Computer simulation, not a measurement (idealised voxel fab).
Title: Process Module voxel capacitor over wiring
Square cell edge 5 nm, section width 245 nm, ID cut.
Just so we're on the same page, the cross-sections are grids of square cells, and they're listed out in bands top to bottom, each band one or more rows deep.
Band entry format. Leading values: height of top, height of bottom, nm. Remainder: materials in left-to-right order, each with its width in nm. Special words: "all across" on a single material, which then fills the band edge to edge; "blank", empty space.
Zero point of the height axis is 0; under it, received wafer = one material. Lowest band: continues down indefinitely, "0 -> down".
Width spec "30->40" -> top row of cells at first value, bottom row at second value, equal per-row change in between.
"changes: none" means the step left every cell of the cross-section as it was.
"Enclosed void inventory" lists enclosed empty spaces (at least 8 cells, no open path upward to the top), each as width x height at distance from the left edge, in nm.
Where a step's line continues beyond its settings, the continuation is a remark by the simulator itself on that step.
Steps that use a mask can have "overlay nm" on their line. It says how far the mask sat to the right of where it was meant to be. Negative means to the left.
PROCESS STEPS - PLAN
| 1 | RECEIVE [material Si] |
| 2 | CONFORMAL_DEP [material SiO2] [thk nm 15] |
| 3 | CONFORMAL_DEP [material SiN] [thk nm 5] |
| 4 | DIRECTIONAL_DEP [material SiO2] [thk nm 25] |
| 5 | DIRECTIONAL_DEP [material aC] [thk nm 10] |
| 6 | PATTERN [tone open] [mask id METAL_1] [material resist] [width nm 30] [pitch nm 95] [thk nm 30] [overlay nm -15] |
| 7 | DIRECTIONAL_ETCH [etch materials aC] [depth nm 10] |
| 8 | STRIP [etch materials resist] |
| 9 | DIRECTIONAL_ETCH [etch materials SiO2] [depth nm 25] |
| 10 | DIRECTIONAL_ETCH [etch materials SiN] [depth nm 5] |
| 11 | STRIP [etch materials aC] |
| 12 | CONFORMAL_DEP [material TiN] [thk nm 5] |
| 13 | FILL_DEP [material Cu] [thk nm 10] |
| 14 | CMP [height nm 45] |
| 15 | CONFORMAL_DEP [material SiCN] [thk nm 5] |
| 16 | DIRECTIONAL_DEP [material SiO2] [thk nm 15] |
| 17 | PATTERN [tone open] [mask id PLUG_1] [material resist] [width nm 15] [thk nm 20] [overlay nm 0] |
| 18 | DIRECTIONAL_ETCH [etch materials SiO2] [depth nm 15] |
| 19 | DIRECTIONAL_ETCH [etch materials SiCN] [depth nm 5] |
| 20 | STRIP [etch materials resist] |
| 21 | CONFORMAL_DEP [material TiN] [thk nm 5] |
| 22 | FILL_DEP [material Cu] [thk nm 10] |
| 23 | CMP [height nm 65] |
| 24 | DIRECTIONAL_DEP [material TiN] [thk nm 10] |
| 25 | DIRECTIONAL_DEP [material HfO2] [thk nm 5] |
| 26 | DIRECTIONAL_DEP [material TiN] [thk nm 5] |
| 27 | PATTERN [tone cover] [mask id UPPER_PLATE] [material resist] [width nm 70] [thk nm 15] [overlay nm 0] |
| 28 | DIRECTIONAL_ETCH [etch materials TiN] [depth nm 5] |
| 29 | DIRECTIONAL_ETCH [etch materials HfO2] [depth nm 5] |
| 30 | STRIP [etch materials resist] |
| 31 | DIRECTIONAL_DEP [material aC] [thk nm 10] |
| 32 | PATTERN [tone cover] [mask id LOWER_PLATE] [material resist] [width nm 80] [thk nm 30] [overlay nm 0] |
| 33 | DIRECTIONAL_ETCH [etch materials aC] [depth nm 10] |
| 34 | STRIP [etch materials resist] |
| 35 | DIRECTIONAL_ETCH [etch materials TiN] [depth nm 10] |
| 36 | STRIP [etch materials aC] |
| 37 | FILL_DEP [material SiO2] [thk nm 15] |
| 38 | CMP [height nm 95] |
| 39 | DIRECTIONAL_DEP [material aC] [thk nm 15] |
| 40 | PATTERN [tone open] [mask id PLUG_2] [material resist] [width nm 15] [thk nm 35] [overlay nm 0] |
| 41 | DIRECTIONAL_ETCH [etch materials aC] [depth nm 15] |
| 42 | STRIP [etch materials resist] |
| 43 | DIRECTIONAL_ETCH [etch materials SiO2] [depth nm 10] |
| 44 | STRIP [etch materials aC] |
| 45 | CONFORMAL_DEP [material TiN] [thk nm 5] |
| 46 | FILL_DEP [material W] [thk nm 10] |
| 47 | CMP [height nm 95] |
| 48 | CONFORMAL_DEP [material SiN] [thk nm 5] |
Heads up: all these wafers start the same, and what changes between them is the overlay nm in step 6. The value you see in the plan is just what the first wafer got.
AS-RECEIVED CROSS-SECTION, FIRST OF SEVERAL WAFERS, POST STEP 1
> 0 -> down  Si all across
> Enclosed void inventory: none
BELOW, A ROW FOR EVERY WAFER. READ IT AS THE END-OF-MODULE PICTURE: FOR EACH MATERIAL THE WAFER SHOWS ITS CELLS GAINED (+) OR LOST (-) SINCE IT WAS RECEIVED, AND THEN ITS CLOSED VOIDS
overlay nm -15, +43 Cu, +14 HfO2, +46 SiCN, +86 SiN, +698 SiO2, +92 TiN, +1 W, Enclosed void inventory: none
overlay nm -10, +43 Cu, +14 HfO2, +46 SiCN, +86 SiN, +698 SiO2, +92 TiN, +1 W, Enclosed void inventory: none
overlay nm -5, +43 Cu, +14 HfO2, +46 SiCN, +86 SiN, +698 SiO2, +92 TiN, +1 W, Enclosed void inventory: none
overlay nm 0, +43 Cu, +14 HfO2, +46 SiCN, +86 SiN, +698 SiO2, +92 TiN, +1 W, Enclosed void inventory: none
overlay nm 5, +43 Cu, +14 HfO2, +46 SiCN, +86 SiN, +698 SiO2, +92 TiN, +1 W, Enclosed void inventory: none
overlay nm 10, +43 Cu, +14 HfO2, +46 SiCN, +86 SiN, +698 SiO2, +92 TiN, +1 W, Enclosed void inventory: none
overlay nm 15, +43 Cu, +14 HfO2, +46 SiCN, +86 SiN, +698 SiO2, +92 TiN, +1 W, Enclosed void inventory: none
